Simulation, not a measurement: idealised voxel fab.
The following is a process module called voxel capacitor over wiring.
Square cells of 5 nm make up the cross-section cut, whose width is 255 nm.
How to read a cross-section here: the picture is a grid of square cells, written as bands going from the top down, and any band can span one or more rows of cells.
What a band's entry tells you: where the top is and where the bottom is, as heights in nm, and after that what lies inside, material by material from left to right, each with its width in nm. Empty space is written as the word "empty", and a single material marked with the word "everywhere" occupies the band from edge to edge.
A quick word on heights: they are counted from 0, and under that level the wafer as it came to us is one material throughout. The lowest band is different from the rest in having no bottom; it simply continues downward, written as in "z 0 and below".
Width spec "30 to 40" -> top row of cells at first value, bottom row at second value, equal per-row change in between.
No cell of the cross-section changed in a step that is given as "no modifications".
Listed in "Enclosed void listing": every empty space of 8 or more cells without an open way to the top. Form: width x height at distance, the distance being from the left edge, all in nm.
If you see something after the settings on a step's line, that's the simulator's own remark about that step.
The line of a step may include "overlay nm". On a step with a mask, this value is how far to the right of its planned place the mask lay. A negative value means the mask lay to the left.
These are the steps we planned for the process:
| 1 | RECEIVE | material Si |
| 2 | CONFORMAL_DEP | material SiO2 | thk nm 15 |
| 3 | DIRECTIONAL_DEP | material TiN | thk nm 5 |
| 4 | DIRECTIONAL_DEP | material W | thk nm 15 |
| 5 | PATTERN | tone cover | mask id METAL_1 | material resist | width nm 20 | pitch nm 70 | thk nm 15 | overlay nm 0 |
| 6 | DIRECTIONAL_ETCH | etch materials W | depth nm 15 |
| 7 | DIRECTIONAL_ETCH | etch materials TiN | depth nm 5 |
| 8 | STRIP | etch materials resist |
| 9 | CONFORMAL_DEP | material SiN | thk nm 5 |
| 10 | FILL_DEP | material lowk | thk nm 10 |
| 11 | CMP | height nm 35 |
| 12 | CONFORMAL_DEP | material SiCN | thk nm 5 |
| 13 | DIRECTIONAL_DEP | material lowk | thk nm 20 |
| 14 | DIRECTIONAL_DEP | material aC | thk nm 10 |
| 15 | PATTERN | tone open | mask id PLUG_1 | material resist | width nm 15 | thk nm 25 | overlay nm 0 |
| 16 | DIRECTIONAL_ETCH | etch materials aC | depth nm 10 |
| 17 | STRIP | etch materials resist |
| 18 | DIRECTIONAL_ETCH | etch materials lowk | depth nm 20 |
| 19 | DIRECTIONAL_ETCH | etch materials SiCN | depth nm 5 |
| 20 | STRIP | etch materials aC |
| 21 | CONFORMAL_DEP | material TiN | thk nm 5 |
| 22 | FILL_DEP | material Ru | thk nm 10 |
| 23 | CMP | height nm 60 |
| 24 | DIRECTIONAL_DEP | material TiN | thk nm 10 |
| 25 | DIRECTIONAL_DEP | material SiN | thk nm 5 |
| 26 | DIRECTIONAL_DEP | material TiN | thk nm 5 |
| 27 | PATTERN | tone cover | mask id UPPER_PLATE | material resist | width nm 55 | thk nm 20 | overlay nm 0 |
| 28 | DIRECTIONAL_ETCH | etch materials TiN | depth nm 5 |
| 29 | DIRECTIONAL_ETCH | etch materials SiN | depth nm 5 |
| 30 | STRIP | etch materials resist |
| 31 | MASKED_ETCH | tone cover | mask id LOWER_PLATE | width nm 65 | etch materials TiN | depth nm 10 | overlay nm 0 |
| 32 | FILL_DEP | material SiO2 | thk nm 15 |
| 33 | CMP | height nm 90 |
| 34 | DIRECTIONAL_DEP | material aC | thk nm 15 |
| 35 | PATTERN | tone open | mask id PLUG_2 | material resist | width nm 15 | thk nm 30 | overlay nm 0 |
| 36 | DIRECTIONAL_ETCH | etch materials aC | depth nm 15 |
| 37 | STRIP | etch materials resist |
| 38 | DIRECTIONAL_ETCH | etch materials SiO2 | depth nm 10 |
| 39 | STRIP | etch materials aC |
| 40 | CONFORMAL_DEP | material TiN | thk nm 5 |
| 41 | FILL_DEP | material Ru | thk nm 5 |
| 42 | CMP | height nm 90 |
| 43 | CONFORMAL_DEP | material SiCN | thk nm 5 |
So this is the incoming wafer in cross-section - it's already been through step 1:
> z 0 and below: Si everywhere
> Enclosed void listing: none
The first of the two wafers as seen in cross-section once the module was finished; processing followed the plan:
> z 95 to 90: SiCN everywhere
> z 90 to 85: SiO2: 95 | TiN: 5 | Ru: 5 | TiN: 5 | SiO2: 145
> z 85 to 75: SiO2: 95 to 85 | TiN: 15 to 55 | SiO2: 145 to 115
> z 75 to 70: SiO2: 85 | SiN: 55 | SiO2: 115
> z 70 to 60: SiO2: 80 | TiN: 65 | SiO2: 110
> z 60 to 40: lowk: 85 | TiN: 5 | Ru: 5 | TiN: 5 | lowk: 155
> z 40 to 35: SiCN: 85 | TiN: 15 | SiCN: 155
> z 35 to 20: lowk: 75 | SiN: 5 | W: 20 | SiN: 5 | lowk: 40 | SiN: 5 | W: 20 | SiN: 5 | lowk: 80
> z 20 to 15: SiN: 80 | TiN: 20 | SiN: 50 | TiN: 20 | SiN: 85
> z 15 to 0: SiO2 everywhere
> z 0 and below: Si everywhere
> Enclosed void listing: none
Same start, same plan as the first wafer - but one mistake in the run. Cross-section of the second of the two at the end of the module:
> z 95 to 90: SiCN everywhere
> z 90 to 85: SiO2: 95 | TiN: 5 | Ru: 5 | TiN: 5 | SiO2: 145
> z 85 to 75: SiO2: 95 to 85 | TiN: 15 to 55 | SiO2: 145 to 115
> z 75 to 70: SiO2: 85 | SiN: 55 | SiO2: 115
> z 70 to 60: SiO2: 80 | TiN: 65 | SiO2: 110
> z 60 to 40: lowk: 85 | TiN: 5 | Ru: 5 | TiN: 5 | lowk: 155
> z 40 to 35: SiCN: 85 | TiN: 15 | SiCN: 155
> z 35 to 30: SiN: 80 | TiN: 20 | SiN: 50 | TiN: 20 | SiN: 85
> z 30 to 0: SiO2 everywhere
> z 0 and below: Si everywhere
> Enclosed void listing: none
Error vs. plan: step 2 of the plan saw execution twice
Looking at both finished wafers in cells, the second ends up ahead of or behind the first on some materials: SiN: 12 fewer | SiO2: 153 more | W: 24 fewer | lowk: 117 fewer
